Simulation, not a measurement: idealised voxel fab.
Process module in this document: voxel gate over fins
Cross-section cut spans 220 nm and uses square cells 5 nm in size.
Bands, listed from the top down, are how a cross-section gets written in this document; the cross-section itself is a grid of square cells, and a band is one or more rows of them.
In this notation a band is specified by the heights of its top and bottom, in that order and in nm, after which its materials appear from left to right, each paired with its width in nm. The word "throughout" attached to a single material means that material fills the band from edge to edge; the word "empty" stands for empty space.
Heights from 0 (as-received wafer is one material below). Bottom band endless downward, as "0 -> down".
Width: "30 to 40" (first number = top row, second number = bottom row, same change from row to row of cells).
"changes: none" (step): cross-section cells unchanged, all of them.
"Entrapped void list" specifies each empty space that is not open to the top and that occupies no fewer than 8 cells, using the form width x height at distance, the distance measured from the left edge and all three quantities in nm.
The remark found on a step's line after its settings is issued by the simulator itself and pertains to that step.
A step line may carry the setting "overlay nm", which, for steps involving a mask, states the distance by which the mask lay to the right of its intended position; negative values denote displacement to the left.
-- The following list gives the planned process steps
| 1 | RECEIVE,material Si |
| 2 | CONFORMAL_DEP,material SiN,thk nm 5 |
| 3 | MASKED_ETCH,tone cover,mask id FINS,width nm 15,pitch nm 45,etch materials SiN,depth nm 5,overlay nm 0 |
| 4 | MASKED_ETCH,tone cover,mask id FINS,width nm 15,pitch nm 45,etch materials Si,depth nm 30,overlay nm 0 |
| 5 | FILL_DEP,material SiO2,thk nm 15 |
| 6 | CMP,height nm 5 |
| 7 | SELECTIVE_ETCH,etch materials SiO2,depth nm 20 |
| 8 | STRIP,etch materials SiN |
| 9 | CONFORMAL_DEP,material HfO2,thk nm 5 |
| 10 | CONFORMAL_DEP,material TiN,thk nm 5 |
| 11 | FILL_DEP,material W,thk nm 15 |
| 12 | CMP,height nm 20 |
| 13 | CONFORMAL_DEP,material SiN,thk nm 5 |
-- Delivered wafer in cross-section: state after step 1
- 0 -> down: Si throughout
- Entrapped void list: none
-- Figure: cross-sectional view of the wafer upon completion of the module, processed from the initial state and according to the plan depicted above, with one error introduced during execution
- 25 -> 20: SiN throughout
- 20 -> 5: W throughout
- 5 -> 0: W 25 / TiN 35 / W 10 / TiN 35 / W 10 / TiN 35 / W 10 / TiN 35 / W 25
- 0 -> -5: W 25 / TiN 5 / HfO2 25 / TiN 5 / W 10 / TiN 5 / HfO2 25 / TiN 5 / W 10 / TiN 5 / HfO2 25 / TiN 5 / W 10 / TiN 5 / HfO2 25 / TiN 5 / W 25
- -5 -> -15: W 25 / TiN 5 / HfO2 5 / Si 15 / HfO2 5 / TiN 5 / W 10 / TiN 5 / HfO2 5 / Si 15 / HfO2 5 / TiN 5 / W 10 / TiN 5 / HfO2 5 / Si 15 / HfO2 5 / TiN 5 / W 10 / TiN 5 / HfO2 5 / Si 15 / HfO2 5 / TiN 5 / W 25
- -15 -> -20: TiN 30 / HfO2 5 / Si 15 / HfO2 5 / TiN 20 / HfO2 5 / Si 15 / HfO2 5 / TiN 20 / HfO2 5 / Si 15 / HfO2 5 / TiN 20 / HfO2 5 / Si 15 / HfO2 5 / TiN 30
- -20 -> -25: HfO2 35 / Si 15 / HfO2 30 / Si 15 / HfO2 30 / Si 15 / HfO2 30 / Si 15 / HfO2 35
- -25 -> -30: SiO2 35 / Si 15 / SiO2 30 / Si 15 / SiO2 30 / Si 15 / SiO2 30 / Si 15 / SiO2 35
- -30 -> down: Si throughout
- Entrapped void list: none
What was the processing mistake? not per plan at step 6, really ran CMP,height nm -5
